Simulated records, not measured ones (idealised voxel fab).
process module | voxel transistor to metal
cross-section cut | 180 nm wide | cells 5 nm
A cross-section is a grid of square cells, given in bands from the top down. A band is one or more rows of cells.
Each band's line starts with the height of the band's top and of its bottom, in nm. Then come its materials from left to right, each with its width in nm. One material with "throughout" fills the band from edge to edge. "air" is empty space.
Height 0 is the level under which the wafer as received is all one material. The lowest band goes on downwards, as in "0 down".
A width such as "30 to 40" changes by the same amount from each row of cells to the next, from the band's top row to its bottom row.
"no change" after a step means that no cell of the cross-section changed.
closed voids: empty space of 8 cells or more with no open way to the top, each as width x height at its distance from the left edge, in nm
after a step's settings: what the simulator itself notes on the step
overlay nm, on a step with a mask: how far to the right of its planned place the mask lay; to the left if negative
plan
1 op RECEIVE | material Si
2 op CONFORMAL_DEP | material SiO2 | thk nm 5
3 op CONFORMAL_DEP | material SiN | thk nm 15
4 op MASKED_ETCH | tone cover | mask id ACTIVE | width nm 115 | etch materials SiN | depth nm 15 | overlay nm 0
5 op MASKED_ETCH | tone cover | mask id ACTIVE | width nm 115 | etch materials SiO2 | depth nm 5 | overlay nm 0
6 op MASKED_ETCH | tone cover | mask id ACTIVE | width nm 115 | etch materials Si | depth nm 25 | overlay nm 0
7 op OXIDIZE | depth nm 5
8 op FILL_DEP | material SiO2 | thk nm 10
9 op CMP | height nm 20
10 op SELECTIVE_ETCH | etch materials SiO2 | depth nm 15
11 op STRIP | etch materials SiN
12 op SELECTIVE_ETCH | etch materials SiO2 | depth nm 5
13 op OXIDIZE | depth nm 5
14 op DIRECTIONAL_DEP | material polySi | thk nm 30
15 op DIRECTIONAL_DEP | material SiCN | thk nm 15
16 op PATTERN | tone cover | mask id GATE | material resist | width nm 25 | thk nm 15 | overlay nm 0
17 op DIRECTIONAL_ETCH | etch materials SiCN | depth nm 25
18 op DIRECTIONAL_ETCH | etch materials polySi | depth nm 40
19 op STRIP | etch materials resist
20 op CONFORMAL_DEP | material SiN | thk nm 10
21 op DIRECTIONAL_ETCH | etch materials SiN | depth nm 10
22 op DIRECTIONAL_ETCH | etch materials SiO2 | depth nm 5
23 op DIRECTIONAL_ETCH | etch materials Si | depth nm 10
24 op EPI | material pSi | thk nm 15
25 op FILL_DEP | material SiO2 | thk nm 10
26 op CMP | height nm 45
27 op DIRECTIONAL_DEP | material SiO2 | thk nm 15
28 op DIRECTIONAL_DEP | material aC | thk nm 15
29 op PATTERN | tone open | mask id CONTACT | material resist | width nm 15 | pitch nm 80 | thk nm 30 | overlay nm 0
30 op DIRECTIONAL_ETCH | etch materials aC | depth nm 15
31 op STRIP | etch materials resist
32 op DIRECTIONAL_ETCH | etch materials SiO2 | depth nm 60
33 op STRIP | etch materials aC
34 op CONFORMAL_DEP | material TiN | thk nm 5
35 op FILL_DEP | material Ru | thk nm 5
36 op CMP | height nm 60
37 op CONFORMAL_DEP | material SiN | thk nm 5
38 op DIRECTIONAL_DEP | material SiO2 | thk nm 15
39 op DIRECTIONAL_DEP | material aC | thk nm 10
40 op PATTERN | tone open | mask id METAL_1 | material resist | width nm 15 | pitch nm 80 | thk nm 30 | overlay nm 0
41 op DIRECTIONAL_ETCH | etch materials aC | depth nm 10
42 op STRIP | etch materials resist
43 op DIRECTIONAL_ETCH | etch materials SiO2 | depth nm 15
44 op DIRECTIONAL_ETCH | etch materials SiN | depth nm 5
45 op STRIP | etch materials aC
46 op CONFORMAL_DEP | material TiN | thk nm 5
47 op FILL_DEP | material Ru | thk nm 5
48 op CMP | height nm 80
49 op CONFORMAL_DEP | material SiCN | thk nm 5
50 op DIRECTIONAL_DEP | material SiO2 | thk nm 30
51 op DIRECTIONAL_DEP | material aC | thk nm 10
52 op PATTERN | tone open | mask id METAL_2 | material resist | width nm 15 | pitch nm 80 | thk nm 25 | overlay nm 0
53 op DIRECTIONAL_ETCH | etch materials aC | depth nm 10
54 op STRIP | etch materials resist
55 op DIRECTIONAL_ETCH | etch materials SiO2 | depth nm 20
56 op STRIP | etch materials aC
57 op MASKED_ETCH | tone open | mask id METAL_2_HOLES | width nm 15 | pitch nm 80 | etch materials SiO2 | depth nm 10 | overlay nm 0
58 op MASKED_ETCH | tone open | mask id METAL_2_HOLES | width nm 15 | pitch nm 80 | etch materials SiCN | depth nm 5 | overlay nm 0
59 op CONFORMAL_DEP | material TiN | thk nm 5
60 op FILL_DEP | material Cu | thk nm 10
61 op CMP | height nm 115
62 op CONFORMAL_DEP | material SiN | thk nm 5
as received, after step 1
  0 down: Si throughout
  closed voids: none
first wafer at the end, as planned
  120 to 115: SiN throughout
  115 to 85: SiO2 40 | TiN 5 | Cu 5 | TiN 5 | SiO2 65 | TiN 5 | Cu 5 | TiN 5 | SiO2 45
  85 to 80: SiCN 40 | TiN 15 | SiCN 65 | TiN 15 | SiCN 45
  80 to 65: SiO2 40 | TiN 5 | Ru 5 | TiN 5 | SiO2 65 | TiN 5 | Ru 5 | TiN 5 | SiO2 45
  65 to 60: SiN 40 | TiN 15 | SiN 65 | TiN 15 | SiN 45
  60 to 45: SiO2 40 | TiN 5 | Ru 5 | TiN 5 | SiO2 65 | TiN 5 | Ru 5 | TiN 5 | SiO2 45
  45 to 30: SiO2 40 | TiN 5 | Ru 5 | TiN 5 | SiO2 10 | SiN 10 | SiCN 25 | SiN 10 | SiO2 10 | TiN 5 | Ru 5 | TiN 5 | SiO2 45
  30 to 15: SiO2 40 | TiN 5 | Ru 5 | TiN 5 | SiO2 10 | SiN 10 | polySi 25 | SiN 10 | SiO2 10 | TiN 5 | Ru 5 | TiN 5 | SiO2 45
  15 to 10: SiO2 40 | TiN 15 | SiO2 10 | SiN 10 | polySi 25 | SiN 10 | SiO2 10 | TiN 15 | SiO2 45
  10 to 0: SiO2 40 | TiN 10 | pSi 15 | SiN 10 | polySi 25 | SiN 10 | pSi 15 | TiN 10 | SiO2 45
  0 to -5: SiO2 30 | pSi 35 | SiO2 45 | pSi 35 | SiO2 35
  -5 to -15: SiO2 35 | pSi 30 | Si 45 | pSi 30 | SiO2 40
  -15 to -30: SiO2 35 | Si 105 | SiO2 40
  -30 down: Si throughout
  closed voids: none
second wafer at the end: like start, like plan, one mistake
  120 to 115: SiN throughout
  115 to 105: SiO2 35 | TiN 5 | Cu 10 to 5 | TiN 5 to 10 | SiO2 60 | TiN 5 | Cu 10 to 5 | TiN 5 to 10 | SiO2 45
  105 to 100: SiO2 35 | TiN 5 | Cu 5 | TiN 5 | SiO2 65 | TiN 5 | Cu 5 | TiN 5 | SiO2 50
  100 to 95: SiO2 35 | TiN 15 | SiO2 65 | TiN 15 | SiO2 50
  95 to 85: SiO2 40 | TiN 10 | SiO2 70 | TiN 10 | SiO2 50
  85 to 80: SiCN 40 | TiN 10 | SiCN 70 | TiN 10 | SiCN 50
  80 to 65: SiO2 40 | TiN 5 | Ru 5 | TiN 5 | SiO2 65 | TiN 5 | Ru 5 | TiN 5 | SiO2 45
  65 to 60: SiN 40 | TiN 15 | SiN 65 | TiN 15 | SiN 45
  60 to 45: SiO2 40 | TiN 5 | Ru 5 | TiN 5 | SiO2 65 | TiN 5 | Ru 5 | TiN 5 | SiO2 45
  45 to 30: SiO2 40 | TiN 5 | Ru 5 | TiN 5 | SiO2 10 | SiN 10 | SiCN 25 | SiN 10 | SiO2 10 | TiN 5 | Ru 5 | TiN 5 | SiO2 45
  30 to 15: SiO2 40 | TiN 5 | Ru 5 | TiN 5 | SiO2 10 | SiN 10 | polySi 25 | SiN 10 | SiO2 10 | TiN 5 | Ru 5 | TiN 5 | SiO2 45
  15 to 10: SiO2 40 | TiN 15 | SiO2 10 | SiN 10 | polySi 25 | SiN 10 | SiO2 10 | TiN 15 | SiO2 45
  10 to 0: SiO2 40 | TiN 10 | pSi 15 | SiN 10 | polySi 25 | SiN 10 | pSi 15 | TiN 10 | SiO2 45
  0 to -5: SiO2 30 | pSi 35 | SiO2 45 | pSi 35 | SiO2 35
  -5 to -15: SiO2 35 | pSi 30 | Si 45 | pSi 30 | SiO2 40
  -15 to -30: SiO2 35 | Si 105 | SiO2 40
  -30 down: Si throughout
  closed voids: none
what went wrong: step 52 ran as: op PATTERN | tone open | mask id METAL_2 | material resist | width nm 15 | pitch nm 80 | thk nm 25 | overlay nm -5
at the end the second wafer has, in cells: 4 fewer of Cu | 2 more of SiCN | 2 more of TiN
